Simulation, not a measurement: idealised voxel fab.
process module | voxel trench capacitor
cross-section cut | 180 nm wide | cells 5 nm
A cross-section is a grid of square cells, given in bands from the top down. A band is one or more rows of cells.
Each band's line starts with the height of the band's top and of its bottom, in nm. Then come its materials from left to right, each with its width in nm. One material with "throughout" fills the band from edge to edge. "air" is empty space.
Height 0 is the level under which the wafer as received is all one material. The lowest band goes on downwards, as in "0 down".
A width such as "30 to 40" changes by the same amount from each row of cells to the next, from the band's top row to its bottom row.
"no change" after a step means that no cell of the cross-section changed.
closed voids: empty space of 8 cells or more with no open way to the top, each as width x height at its distance from the left edge, in nm
after a step's settings: what the simulator itself notes on the step
overlay nm, on a step with a mask: how far to the right of its planned place the mask lay; to the left if negative
plan
1 op RECEIVE | material Si
2 op CONFORMAL_DEP | material SiN | thk nm 10
3 op DIRECTIONAL_DEP | material aC | thk nm 10
4 op PATTERN | tone open | mask id TRENCH | material resist | width nm 25 | pitch nm 55 | thk nm 25 | overlay nm 0
5 op DIRECTIONAL_ETCH | etch materials aC | depth nm 10
6 op STRIP | etch materials resist
7 op DIRECTIONAL_ETCH | etch materials SiN | depth nm 10
8 op DIRECTIONAL_ETCH | etch materials Si | depth nm 40
9 op STRIP | etch materials aC
10 op CONFORMAL_DEP | material SiO2 | thk nm 5
11 op FILL_DEP | material polySi | thk nm 10
12 op CMP | height nm 10
as received, after step 1
  0 down: Si throughout
  closed voids: none
a wafer at the end: this start, this plan, one mistake
  25 to 15: polySi throughout
  15 to 10: SiO2 55 | polySi 15 | SiO2 40 | polySi 15 | SiO2 55
  10 to 0: SiN 50 | SiO2 5 | polySi 15 | SiO2 5 | SiN 30 | SiO2 5 | polySi 15 | SiO2 5 | SiN 50
  0 to -35: Si 50 | SiO2 5 | polySi 15 | SiO2 5 | Si 30 | SiO2 5 | polySi 15 | SiO2 5 | Si 50
  -35 to -40: Si 50 | SiO2 25 | Si 30 | SiO2 25 | Si 50
  -40 down: Si throughout
  closed voids: none
what went wrong: step 12 was left out
